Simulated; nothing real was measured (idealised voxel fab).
Title: Process Module voxel quadruple lines
Pictured: cross-section cut, 170 nm wide, on a grid of 5 nm square cells.
Cross-section = grid of square cells, listed top down in bands; band = one or more rows. Heights first: top, then bottom, in nm. Then materials, left to right, each with a width in nm. "full width" on a single material: fills the band edge to edge. "blank": empty space. Counting heights begins at 0, where everything beneath is, in the wafer as received, one material. The lowest band has no bottom; it goes on downwards, as "from 0 down" shows. With a width like "30 to 40", each row of cells in the band differs from the next by the same amount, the top row carrying the first number and the bottom row the second. When a step is marked "left unchanged", none of the cells in the cross-section changed during that step. This entry, "Tabulated closed voids", enumerates those empty regions of no fewer than 8 cells that possess no open connection to the top. Each region is reported in the form width x height at distance, the distance being taken from the left edge, with all three quantities expressed in nm. Text after the settings on a step's line: the simulator's own remark on that step. When a step includes a mask, the "overlay nm" setting on its line states how far to the right of its planned place that mask lay, and negative values state how far to the left.

Plan:
1,RECEIVE | material Si
2,CONFORMAL_DEP | material Al2O3 | thk nm 10
3,DIRECTIONAL_DEP | material Ru | thk nm 15
4,DIRECTIONAL_DEP | material polySi | thk nm 20
5,DIRECTIONAL_DEP | material aC | thk nm 25
6,PATTERN | tone cover | mask id MANDREL | material resist | width nm 20 | thk nm 30 | overlay nm 0
7,DIRECTIONAL_ETCH | etch materials aC | depth nm 25
8,STRIP | etch materials resist
9,CONFORMAL_DEP | material SiO2 | thk nm 10
10,DIRECTIONAL_ETCH | etch materials SiO2 | depth nm 10
11,STRIP | etch materials aC
12,DIRECTIONAL_ETCH | etch materials polySi | depth nm 20
13,STRIP | etch materials SiO2
14,CONFORMAL_DEP | material SiN | thk nm 10
15,DIRECTIONAL_ETCH | etch materials SiN | depth nm 10
16,STRIP | etch materials polySi
17,DIRECTIONAL_ETCH | etch materials Ru | depth nm 15
18,STRIP | etch materials SiN
19,FILL_DEP | material SiO2 | thk nm 10
20,CMP | height nm 25
varied across the wafers: width nm of step 6. The plan shows the first wafer's value. All wafers start alike

Received wafers, first of several: cross-section after step 1:
  from 0 down | Si full width
  Tabulated closed voids: none

Each wafer at the end: cells of each material gained (+) or lost (-) since it was received, then its closed voids:
width nm 20 | +68 Al2O3 | +24 Ru | +78 SiO2 | Tabulated closed voids: none
width nm 25 | +68 Al2O3 | +24 Ru | +78 SiO2 | Tabulated closed voids: none
width nm 30 | +68 Al2O3 | +24 Ru | +78 SiO2 | Tabulated closed voids: none
width nm 35 | +68 Al2O3 | +24 Ru | +78 SiO2 | Tabulated closed voids: none
width nm 40 | +68 Al2O3 | +24 Ru | +78 SiO2 | Tabulated closed voids: none
width nm 45 | +68 Al2O3 | +24 Ru | +78 SiO2 | Tabulated closed voids: none
